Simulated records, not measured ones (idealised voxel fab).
process module | voxel air gaps
cross-section cut | 250 nm wide | cells 5 nm
A cross-section is a grid of square cells, given in bands from the top down. A band is one or more rows of cells.
Each band's line starts with the height of the band's top and of its bottom, in nm. Then come its materials from left to right, each with its width in nm. One material with "throughout" fills the band from edge to edge. "air" is empty space.
Height 0 is the level under which the wafer as received is all one material. The lowest band goes on downwards, as in "0 down".
A width such as "30 to 40" changes by the same amount from each row of cells to the next, from the band's top row to its bottom row.
"no change" after a step means that no cell of the cross-section changed.
closed voids: empty space of 8 cells or more with no open way to the top, each as width x height at its distance from the left edge, in nm
after a step's settings: what the simulator itself notes on the step
overlay nm, on a step with a mask: how far to the right of its planned place the mask lay; to the left if negative
plan
1 op RECEIVE | material Si
2 op CONFORMAL_DEP | material SiO2 | thk nm 15
3 op CONFORMAL_DEP | material SiCN | thk nm 5
4 op DIRECTIONAL_DEP | material SiO2 | thk nm 30
5 op MASKED_ETCH | tone open | mask id LINES | width nm 15 | pitch nm 50 | etch materials SiO2 | depth nm 30 | overlay nm 0
6 op CONFORMAL_DEP | material TiN | thk nm 5
7 op FILL_DEP | material W | thk nm 10
8 op CMP | height nm 50
9 op EPI | material Ru | thk nm 10
10 op SELECTIVE_ETCH | etch materials SiO2 | depth nm 40
11 op CONFORMAL_DEP | material SiCN | thk nm 5
varied across the wafers: width nm of step 5. The plan shows the first wafer's value. All wafers start alike
first wafer as received, after step 1
  0 down: Si throughout
  closed voids: none
first wafer at the end, after step 11
  65 to 60: air 30 | SiCN 45 | air 5 | SiCN 45 | air 5 | SiCN 45 | air 5 | SiCN 45 | air 25
  60 to 50: air 30 | SiCN 5 | Ru 35 | SiCN 5 | air 5 | SiCN 5 | Ru 35 | SiCN 5 | air 5 | SiCN 5 | Ru 35 | SiCN 5 | air 5 | SiCN 5 | Ru 35 | SiCN 5 | air 25
  50 to 45: air 30 | SiCN 15 | TiN 5 | W 5 | TiN 5 | SiCN 15 | air 5 | SiCN 15 | TiN 5 | W 5 | TiN 5 | SiCN 15 | air 5 | SiCN 15 | TiN 5 | W 5 | TiN 5 | SiCN 15 | air 5 | SiCN 15 | TiN 5 | W 5 | TiN 5 | SiCN 15 | air 25
  45 to 25: air 40 | SiCN 5 | TiN 5 | W 5 | TiN 5 | SiCN 5 | air 25 | SiCN 5 | TiN 5 | W 5 | TiN 5 | SiCN 5 | air 25 | SiCN 5 | TiN 5 | W 5 | TiN 5 | SiCN 5 | air 25 | SiCN 5 | TiN 5 | W 5 | TiN 5 | SiCN 5 | air 35
  25 to 20: SiCN 45 | TiN 15 | SiCN 35 | TiN 15 | SiCN 35 | TiN 15 | SiCN 35 | TiN 15 | SiCN 40
  20 to 15: SiCN throughout
  15 to 0: SiO2 throughout
  0 down: Si throughout
  closed voids: none
last wafer at the end
  65 to 60: air 20 | SiCN 215 | air 15
  60 to 50: air 20 | SiCN 5 | Ru 205 | SiCN 5 | air 15
  50 to 45: air 20 | SiCN 15 | TiN 5 | W 25 | TiN 5 | SiO2 15 | TiN 5 | W 25 | TiN 5 | SiO2 15 | TiN 5 | W 25 | TiN 5 | SiO2 15 | TiN 5 | W 25 | TiN 5 | SiCN 15 | air 15
  45 to 25: air 30 | SiCN 5 | TiN 5 | W 25 | TiN 5 | SiO2 15 | TiN 5 | W 25 | TiN 5 | SiO2 15 | TiN 5 | W 25 | TiN 5 | SiO2 15 | TiN 5 | W 25 | TiN 5 | SiCN 5 | air 25
  25 to 20: SiCN 35 | TiN 35 | SiO2 15 | TiN 35 | SiO2 15 | TiN 35 | SiO2 15 | TiN 35 | SiCN 30
  20 to 15: SiCN throughout
  15 to 0: SiO2 throughout
  0 down: Si throughout
  closed voids: none
each wafer at the end: cells of each material gained (+) or lost (-) since it was received, then its closed voids
width nm 15 | +56 Ru | +196 SiCN | +150 SiO2 | +52 TiN | +20 W | closed voids: none
width nm 20 | +64 Ru | +196 SiCN | +150 SiO2 | +56 TiN | +40 W | closed voids: 20 x 20 at 65; 20 x 20 at 115; 20 x 20 at 165
width nm 25 | +72 Ru | +184 SiCN | +150 SiO2 | +60 TiN | +60 W | closed voids: 15 x 20 at 70; 15 x 20 at 120; 15 x 20 at 170
width nm 30 | +80 Ru | +124 SiCN | +222 SiO2 | +64 TiN | +80 W | closed voids: none
width nm 35 | +82 Ru | +124 SiCN | +204 SiO2 | +68 TiN | +100 W | closed voids: none
